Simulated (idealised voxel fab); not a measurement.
Process module in this document: voxel transistor to metal
The figure presents cross-section cut, which has a width of 280 nm and is divided into square cells with an edge length of 5 nm.
How to read a cross-section here: the picture is a grid of square cells, written as bands going from the top down, and any band can span one or more rows of cells.
Each band's line starts with the height of the band's top and of its bottom, in nm. Then come its materials from left to right, each with its width in nm. One material with "all across" fills the band from edge to edge. "empty" is empty space.
Ref level 0: as-received wafer is one material below here. Bottom band extends down with no lower bound ("0 down").
With a width like "30 to 40", each row of cells in the band differs from the next by the same amount, the top row carrying the first number and the bottom row the second.
"nothing changed" means the step left every cell of the cross-section as it was.
closed voids: empty space of 8 cells or more with no open way to the top, each as width x height at its distance from the left edge, in nm
Where a step's line continues beyond its settings, the continuation is a remark by the simulator itself on that step.
Steps that use a mask can have "overlay nm" on their line. It says how far the mask sat to the right of where it was meant to be. Negative means to the left.

Steps planned for the process:
| 1 | RECEIVE,material Si |
| 2 | OXIDIZE,depth nm 5 |
| 3 | CONFORMAL_DEP,material SiN,thk nm 10 |
| 4 | MASKED_ETCH,tone cover,mask id ACTIVE,width nm 110,pitch nm 140,etch materials SiN,depth nm 10,overlay nm 0 |
| 5 | MASKED_ETCH,tone cover,mask id ACTIVE,width nm 110,pitch nm 140,etch materials SiO2,depth nm 5,overlay nm 0 |
| 6 | MASKED_ETCH,tone cover,mask id ACTIVE,width nm 110,pitch nm 140,etch materials Si,depth nm 25,overlay nm 0 |
| 7 | FILL_DEP,material SiO2,thk nm 15 |
| 8 | CMP,height nm 10 |
| 9 | SELECTIVE_ETCH,etch materials SiO2,depth nm 5 |
| 10 | STRIP,etch materials SiN |
| 11 | SELECTIVE_ETCH,etch materials SiO2,depth nm 5 |
| 12 | OXIDIZE,depth nm 5 |
| 13 | DIRECTIONAL_DEP,material polySi,thk nm 20 |
| 14 | DIRECTIONAL_DEP,material SiCN,thk nm 15 |
| 15 | DIRECTIONAL_DEP,material aC,thk nm 10 |
| 16 | PATTERN,tone cover,mask id GATE,material resist,width nm 30,pitch nm 140,thk nm 30,overlay nm 0 |
| 17 | DIRECTIONAL_ETCH,etch materials aC,depth nm 10 |
| 18 | STRIP,etch materials resist |
| 19 | DIRECTIONAL_ETCH,etch materials SiCN,depth nm 25 |
| 20 | DIRECTIONAL_ETCH,etch materials polySi,depth nm 30 |
| 21 | STRIP,etch materials aC |
| 22 | CONFORMAL_DEP,material SiN,thk nm 10 |
| 23 | DIRECTIONAL_ETCH,etch materials SiN,depth nm 10 |
| 24 | DIRECTIONAL_ETCH,etch materials SiO2,depth nm 5 |
| 25 | DIRECTIONAL_ETCH,etch materials Si,depth nm 5 |
| 26 | EPI,material pSi,thk nm 5 |
| 27 | FILL_DEP,material SiO2,thk nm 5 |
| 28 | CMP,height nm 15 |
| 29 | STRIP,etch materials polySi |
| 30 | SELECTIVE_ETCH,etch materials SiO2,depth nm 5 |
| 31 | CONFORMAL_DEP,material HfO2,thk nm 5 |
| 32 | CONFORMAL_DEP,material TiN,thk nm 5 |
| 33 | FILL_DEP,material W,thk nm 5 |
| 34 | CMP,height nm 10 |
| 35 | DIRECTIONAL_DEP,material SiO2,thk nm 15 |
| 36 | DIRECTIONAL_DEP,material aC,thk nm 10 |
| 37 | PATTERN,tone open,mask id CONTACT,material resist,width nm 20,thk nm 25,overlay nm 0 |
| 38 | DIRECTIONAL_ETCH,etch materials aC,depth nm 10 |
| 39 | STRIP,etch materials resist |
| 40 | DIRECTIONAL_ETCH,etch materials SiO2,depth nm 35 |
| 41 | STRIP,etch materials aC |
| 42 | CONFORMAL_DEP,material TiN,thk nm 5 |
| 43 | FILL_DEP,material W,thk nm 10 |
| 44 | CMP,height nm 25 |
| 45 | CONFORMAL_DEP,material SiN,thk nm 5 |
| 46 | DIRECTIONAL_DEP,material SiO2,thk nm 20 |
| 47 | DIRECTIONAL_DEP,material aC,thk nm 15 |
| 48 | PATTERN,tone open,mask id METAL_1,material resist,width nm 20,thk nm 35,overlay nm 0 |
| 49 | DIRECTIONAL_ETCH,etch materials aC,depth nm 15 |
| 50 | STRIP,etch materials resist |
| 51 | DIRECTIONAL_ETCH,etch materials SiO2,depth nm 20 |
| 52 | DIRECTIONAL_ETCH,etch materials SiN,depth nm 5 |
| 53 | STRIP,etch materials aC |
| 54 | CONFORMAL_DEP,material TiN,thk nm 5 |
| 55 | FILL_DEP,material Cu,thk nm 5 |
| 56 | CMP,height nm 50 |
| 57 | EPI,material Ru,thk nm 5 |
| 58 | FILL_DEP,material SiCN,thk nm 5 |
| 59 | DIRECTIONAL_DEP,material lowk,thk nm 30 |
| 60 | MASKED_ETCH,tone open,mask id METAL_2_HOLES,width nm 15,pitch nm 140,etch materials lowk,depth nm 30,overlay nm 0 |
| 61 | PATTERN,tone open,mask id METAL_2,material resist,width nm 20,pitch nm 140,thk nm 15,overlay nm 0 |
| 62 | DIRECTIONAL_ETCH,etch materials lowk,depth nm 15 |
| 63 | DIRECTIONAL_ETCH,etch materials SiCN,depth nm 5 |
| 64 | STRIP,etch materials resist |
| 65 | CONFORMAL_DEP,material TiN,thk nm 5 |
| 66 | FILL_DEP,material Cu,thk nm 5 |
| 67 | CMP,height nm 90 |
| 68 | CONFORMAL_DEP,material SiCN,thk nm 5 |

Wafer as received: cross-section following step 1:
    0 down: Si all across
    closed voids: none

The first of two wafers, cross-sectioned at the end of the module, with the run proceeding as planned:
    95 to 90: SiCN all across
    90 to 80: 20 nm lowk | 5 nm TiN | 10 nm Cu | 5 nm TiN | 120 nm lowk | 5 nm TiN | 10 nm Cu | 5 nm TiN | 100 nm lowk
    80 to 75: 20 nm lowk | 5 nm TiN | 5 nm Cu | 10 nm TiN | 120 nm lowk | 5 nm TiN | 5 nm Cu | 10 nm TiN | 100 nm lowk
    75 to 60: 20 nm lowk | 5 nm TiN | 5 nm Cu | 5 nm TiN | 125 nm lowk | 5 nm TiN | 5 nm Cu | 5 nm TiN | 105 nm lowk
    60 to 55: 20 nm SiCN | 15 nm TiN | 125 nm SiCN | 15 nm TiN | 105 nm SiCN
    55 to 50: 15 nm SiCN | 30 nm Ru | 50 nm SiCN | 30 nm Ru | 30 nm SiCN | 30 nm Ru | 50 nm SiCN | 30 nm Ru | 15 nm SiCN
    50 to 30: 20 nm SiO2 | 5 nm TiN | 10 nm Cu | 5 nm TiN | 60 nm SiO2 | 5 nm TiN | 10 nm Cu | 5 nm TiN | 40 nm SiO2 | 5 nm TiN | 10 nm Cu | 5 nm TiN | 60 nm SiO2 | 5 nm TiN | 10 nm Cu | 5 nm TiN | 20 nm SiO2
    30 to 25: 20 nm SiN | 20 nm TiN | 60 nm SiN | 20 nm TiN | 40 nm SiN | 20 nm TiN | 60 nm SiN | 20 nm TiN | 20 nm SiN
    25 to 10: 20 nm SiO2 | 5 nm TiN | 10 nm W | 5 nm TiN | 60 nm SiO2 | 5 nm TiN | 10 nm W | 5 nm TiN | 40 nm SiO2 | 5 nm TiN | 10 nm W | 5 nm TiN | 60 nm SiO2 | 5 nm TiN | 10 nm W | 5 nm TiN | 20 nm SiO2
    10 to 0: 20 nm SiO2 | 5 nm TiN | 10 nm W | 5 nm TiN | 5 nm SiO2 | 10 nm SiN | 5 nm HfO2 | 5 nm TiN | 10 nm W | 5 nm TiN | 5 nm HfO2 | 10 nm SiN | 5 nm SiO2 | 5 nm TiN | 10 nm W | 5 nm TiN | 40 nm SiO2 | 5 nm TiN | 10 nm W | 5 nm TiN | 5 nm SiO2 | 10 nm SiN | 5 nm HfO2 | 5 nm TiN | 10 nm W | 5 nm TiN | 5 nm HfO2 | 10 nm SiN | 5 nm SiO2 | 5 nm TiN | 10 nm W | 5 nm TiN | 20 nm SiO2
    0 to -5: 10 nm SiO2 | 10 nm SiN | 10 nm TiN | 5 nm W | 5 nm TiN | 5 nm SiO2 | 10 nm SiN | 5 nm HfO2 | 20 nm TiN | 5 nm HfO2 | 10 nm SiN | 5 nm SiO2 | 5 nm TiN | 5 nm W | 10 nm TiN | 10 nm SiN | 20 nm SiO2 | 10 nm SiN | 10 nm TiN | 5 nm W | 5 nm TiN | 5 nm SiO2 | 10 nm SiN | 5 nm HfO2 | 20 nm TiN | 5 nm HfO2 | 10 nm SiN | 5 nm SiO2 | 5 nm TiN | 5 nm W | 10 nm TiN | 10 nm SiN | 10 nm SiO2
    -5 to -10: 20 nm SiO2 | 5 nm pSi | 15 nm TiN | 5 nm pSi | 5 nm SiO2 | 40 nm HfO2 | 5 nm SiO2 | 5 nm pSi | 15 nm TiN | 5 nm pSi | 40 nm SiO2 | 5 nm pSi | 15 nm TiN | 5 nm pSi | 5 nm SiO2 | 40 nm HfO2 | 5 nm SiO2 | 5 nm pSi | 15 nm TiN | 5 nm pSi | 20 nm SiO2
    -10 to -15: 15 nm SiO2 | 5 nm Si | 25 nm pSi | 50 nm Si | 25 nm pSi | 5 nm Si | 30 nm SiO2 | 5 nm Si | 25 nm pSi | 50 nm Si | 25 nm pSi | 5 nm Si | 15 nm SiO2
    -15 to -30: 15 nm SiO2 | 110 nm Si | 30 nm SiO2 | 110 nm Si | 15 nm SiO2
    -30 down: Si all across
    closed voids: none

End of module, second wafer, cross-section. Started like the first, planned like the first, run with one mistake:
    95 to 90: SiCN all across
    90 to 80: 30 nm Cu | 5 nm TiN | 5 nm lowk | 5 nm TiN | 125 nm Cu | 5 nm TiN | 5 nm lowk | 5 nm TiN | 95 nm Cu
    80 to 75: 25 nm TiN | 5 nm Cu | 5 nm TiN | 5 nm lowk | 125 nm TiN | 5 nm Cu | 5 nm TiN | 5 nm lowk | 100 nm TiN
    75 to 65: 20 nm lowk | 5 nm TiN | 5 nm Cu | 5 nm TiN | 125 nm lowk | 5 nm TiN | 5 nm Cu | 5 nm TiN | 105 nm lowk
    65 to 60: 20 nm lowk | 15 nm TiN | 125 nm lowk | 15 nm TiN | 105 nm lowk
    60 to 55: SiCN all across
    55 to 50: 15 nm SiCN | 30 nm Ru | 50 nm SiCN | 30 nm Ru | 30 nm SiCN | 30 nm Ru | 50 nm SiCN | 30 nm Ru | 15 nm SiCN
    50 to 30: 20 nm SiO2 | 5 nm TiN | 10 nm Cu | 5 nm TiN | 60 nm SiO2 | 5 nm TiN | 10 nm Cu | 5 nm TiN | 40 nm SiO2 | 5 nm TiN | 10 nm Cu | 5 nm TiN | 60 nm SiO2 | 5 nm TiN | 10 nm Cu | 5 nm TiN | 20 nm SiO2
    30 to 25: 20 nm SiN | 20 nm TiN | 60 nm SiN | 20 nm TiN | 40 nm SiN | 20 nm TiN | 60 nm SiN | 20 nm TiN | 20 nm SiN
    25 to 10: 20 nm SiO2 | 5 nm TiN | 10 nm W | 5 nm TiN | 60 nm SiO2 | 5 nm TiN | 10 nm W | 5 nm TiN | 40 nm SiO2 | 5 nm TiN | 10 nm W | 5 nm TiN | 60 nm SiO2 | 5 nm TiN | 10 nm W | 5 nm TiN | 20 nm SiO2
    10 to 0: 20 nm SiO2 | 5 nm TiN | 10 nm W | 5 nm TiN | 5 nm SiO2 | 10 nm SiN | 5 nm HfO2 | 5 nm TiN | 10 nm W | 5 nm TiN | 5 nm HfO2 | 10 nm SiN | 5 nm SiO2 | 5 nm TiN | 10 nm W | 5 nm TiN | 40 nm SiO2 | 5 nm TiN | 10 nm W | 5 nm TiN | 5 nm SiO2 | 10 nm SiN | 5 nm HfO2 | 5 nm TiN | 10 nm W | 5 nm TiN | 5 nm HfO2 | 10 nm SiN | 5 nm SiO2 | 5 nm TiN | 10 nm W | 5 nm TiN | 20 nm SiO2
    0 to -5: 10 nm SiO2 | 10 nm SiN | 10 nm TiN | 5 nm W | 5 nm TiN | 5 nm SiO2 | 10 nm SiN | 5 nm HfO2 | 20 nm TiN | 5 nm HfO2 | 10 nm SiN | 5 nm SiO2 | 5 nm TiN | 5 nm W | 10 nm TiN | 10 nm SiN | 20 nm SiO2 | 10 nm SiN | 10 nm TiN | 5 nm W | 5 nm TiN | 5 nm SiO2 | 10 nm SiN | 5 nm HfO2 | 20 nm TiN | 5 nm HfO2 | 10 nm SiN | 5 nm SiO2 | 5 nm TiN | 5 nm W | 10 nm TiN | 10 nm SiN | 10 nm SiO2
    -5 to -10: 20 nm SiO2 | 5 nm pSi | 15 nm TiN | 5 nm pSi | 5 nm SiO2 | 40 nm HfO2 | 5 nm SiO2 | 5 nm pSi | 15 nm TiN | 5 nm pSi | 40 nm SiO2 | 5 nm pSi | 15 nm TiN | 5 nm pSi | 5 nm SiO2 | 40 nm HfO2 | 5 nm SiO2 | 5 nm pSi | 15 nm TiN | 5 nm pSi | 20 nm SiO2
    -10 to -15: 15 nm SiO2 | 5 nm Si | 25 nm pSi | 50 nm Si | 25 nm pSi | 5 nm Si | 30 nm SiO2 | 5 nm Si | 25 nm pSi | 50 nm Si | 25 nm pSi | 5 nm Si | 15 nm SiO2
    -15 to -30: 15 nm SiO2 | 110 nm Si | 30 nm SiO2 | 110 nm Si | 15 nm SiO2
    -30 down: Si all across
    closed voids: none
Finding, execution versus plan: step 61 was processed under conditions differing from the plan, specifically as PATTERN,tone cover,mask id METAL_2,material resist,width nm 20,pitch nm 140,thk nm 15,overlay nm 0
The final cell counts differ between the wafers, with the second having more or fewer of some materials than the first: 90 more of Cu, 6 more of SiCN, 42 more of TiN, 138 fewer of lowk
